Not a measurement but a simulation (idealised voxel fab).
Process module under the name voxel ribs on slabs
Pictured: cross-section cut, 250 nm wide, on a grid of 5 nm square cells.
Cross-section spec: square-cell grid; bands listed top down; each band is one or more rows. Heights first: top, then bottom, in nm. Then materials, left to right, each with a width in nm. "throughout" on a single material: fills the band edge to edge. "air": empty space. Below 0: as-received wafer, all one material; heights counted from there. Lowest band: no bottom, goes on down, written "0..down". A two-number width, for instance "30 to 40", indicates that the width is equal to the first number in the top row of the band and to the second number in the bottom row, and that it changes by a constant amount per row of cells. The cross-section has no changed cell in any step marked "no alterations made". Basically, "Closed void listing" tells you about the enclosed voids: empty spaces with no open way to the top, 8 cells or bigger, each written width x height at distance, where distance is from the left edge, all in nm. Step line, after settings: the simulator's comment on this step. overlay nm, on a step with a mask: how far to the right of its planned place the mask lay; to the left if negative.
[Below is the list of planned process steps]
1. RECEIVE: material Si
2. DIRECTIONAL_DEP: material SiO2, thk nm 30
3. DIRECTIONAL_DEP: material polySi, thk nm 20
4. PATTERN: tone cover, mask id RIB, material resist, width nm 30, thk nm 15, overlay nm 0
5. DIRECTIONAL_ETCH: etch materials polySi, depth nm 5
6. STRIP: etch materials resist
7. PATTERN: tone cover, mask id SLAB, material resist, width nm 80, thk nm 15, overlay nm 0
8. DIRECTIONAL_ETCH: etch materials polySi, depth nm 15
9. STRIP: etch materials resist
10. FILL_DEP: material SiO2, thk nm 15
11. CMP: height nm 60
12. DIRECTIONAL_DEP: material W, thk nm 10
13. PATTERN: tone cover, mask id HEATER, material resist, width nm 40, thk nm 20, overlay nm 0
14. DIRECTIONAL_ETCH: etch materials W, depth nm 10
15. STRIP: etch materials resist
16. CONFORMAL_DEP: material SiO2, thk nm 5
[Concerning the first of two wafers, which was run in accordance with the plan]
[Delivered wafer in cross-section: state after step 1]
- 0..down | Si throughout
- Closed void listing: none
[So this is the wafer cross-section right after step 2]
- 30..0 | SiO2 throughout
- Below 0 it's all the same as before, nothing changed down there.
[So this is the wafer cross-section right after step 3]
- 50..30 | polySi throughout
- Below 30 it's all the same as before, nothing changed down there.
[So this is the wafer cross-section right after step 4]
- 65..50 | 110 of air, 30 of resist, 110 of air
- Below 50 it's all the same as before, nothing changed down there.
[So this is the wafer cross-section right after step 5]
- 65..50 | 110 of air, 30 of resist, 110 of air
- 50..45 | 110 of air, 30 of polySi, 110 of air
- Below 45 it's all the same as before, nothing changed down there.
[So this is the wafer cross-section right after step 6]
- 50..45 | 110 of air, 30 of polySi, 110 of air
- Below 45 it's all the same as before, nothing changed down there.
[So this is the wafer cross-section right after step 7]
- 65..50 | 85 of air, 80 of resist, 85 of air
- 50..45 | 85 of air, 25 of resist, 30 of polySi, 25 of resist, 85 of air
- Below 45 it's all the same as before, nothing changed down there.
[So this is the wafer cross-section right after step 8]
- 65..50 | 85 of air, 80 of resist, 85 of air
- 50..45 | 85 of air, 25 of resist, 30 of polySi, 25 of resist, 85 of air
- 45..30 | 85 of air, 80 of polySi, 85 of air
- Below 30 it's all the same as before, nothing changed down there.
[So this is the wafer cross-section right after step 9]
- 50..45 | 110 of air, 30 of polySi, 110 of air
- Below 45 it's all the same as before, nothing changed down there.
[So this is the wafer cross-section right after step 10]
- 65..50 | SiO2 throughout
- 50..45 | 110 of SiO2, 30 of polySi, 110 of SiO2
- 45..30 | 85 of SiO2, 80 of polySi, 85 of SiO2
- Below 30 it's all the same as before, nothing changed down there.
[So this is the wafer cross-section right after step 11]
- 60..50 | SiO2 throughout
- Below 50 it's all the same as before, nothing changed down there.
[So this is the wafer cross-section right after step 12]
- 70..60 | W throughout
- Below 60 it's all the same as before, nothing changed down there.
[So this is the wafer cross-section right after step 13]
- 90..70 | 105 of air, 40 of resist, 105 of air
- Below 70 it's all the same as before, nothing changed down there.
[So this is the wafer cross-section right after step 14]
- 90..70 | 105 of air, 40 of resist, 105 of air
- 70..60 | 105 of air, 40 of W, 105 of air
- Below 60 it's all the same as before, nothing changed down there.
[So this is the wafer cross-section right after step 15]
- 70..60 | 105 of air, 40 of W, 105 of air
- Below 60 it's all the same as before, nothing changed down there.
[So this is the wafer cross-section right after step 16]
- 75..70 | 100 of air, 50 of SiO2, 100 of air
- 70..65 | 100 of air, 5 of SiO2, 40 of W, 5 of SiO2, 100 of air
- 65..60 | 105 of SiO2, 40 of W, 105 of SiO2
- Below 60 it's all the same as before, nothing changed down there.
[Second of two: same start, same plan, one run error; steps up to and including 6 match the first]
[Look at the second wafer in cross-section at the time step 7 ought to have finished]
- 65..50 | 85 of resist, 80 of air, 85 of resist
- 50..45 | 85 of resist, 25 of air, 30 of polySi, 25 of air, 85 of resist
- Below 45 it's all the same as before, nothing changed down there.
[Look at the second wafer in cross-section at the time step 8 ought to have finished]
- 65..45 | 85 of resist, 80 of air, 85 of resist
- 45..35 | 85 of polySi, 80 of air, 85 of polySi
- 35..30 | 85 of polySi, 25 of air, 30 of polySi, 25 of air, 85 of polySi
- Below 30 it's all the same as before, nothing changed down there.
[Look at the second wafer in cross-section at the time step 9 ought to have finished]
- 45..35 | 85 of polySi, 80 of air, 85 of polySi
- Below 35 it's all the same as before, nothing changed down there.
[Look at the second wafer in cross-section at the time step 10 ought to have finished]
- 60..45 | SiO2 throughout
- 45..35 | 85 of polySi, 80 of SiO2, 85 of polySi
- 35..30 | 85 of polySi, 25 of SiO2, 30 of polySi, 25 of SiO2, 85 of polySi
- Below 30 it's all the same as before, nothing changed down there.
Look at the second wafer in cross-section at the time step 11 ought to have finished: no alterations made
[Look at the second wafer in cross-section at the time step 12 ought to have finished]
- 70..60 | W throughout
- Below 60 it's all the same as before, nothing changed down there.
[Look at the second wafer in cross-section at the time step 13 ought to have finished]
- 90..70 | 105 of air, 40 of resist, 105 of air
- Below 70 it's all the same as before, nothing changed down there.
[Look at the second wafer in cross-section at the time step 14 ought to have finished]
- 90..70 | 105 of air, 40 of resist, 105 of air
- 70..60 | 105 of air, 40 of W, 105 of air
- Below 60 it's all the same as before, nothing changed down there.
[Look at the second wafer in cross-section at the time step 15 ought to have finished]
- 70..60 | 105 of air, 40 of W, 105 of air
- Below 60 it's all the same as before, nothing changed down there.
[Look at the second wafer in cross-section at the time step 16 ought to have finished]
- 75..70 | 100 of air, 50 of SiO2, 100 of air
- 70..65 | 100 of air, 5 of SiO2, 40 of W, 5 of SiO2, 100 of air
- 65..60 | 105 of SiO2, 40 of W, 105 of SiO2
- Below 60 it's all the same as before, nothing changed down there.
Plan not followed: step 7 ran as: PATTERN: tone open, mask id SLAB, material resist, width nm 80, thk nm 15, overlay nm 0
Wrapping up, a cell-based count of both wafers puts the second over or under the first for these materials: -54 SiO2, +54 polySi
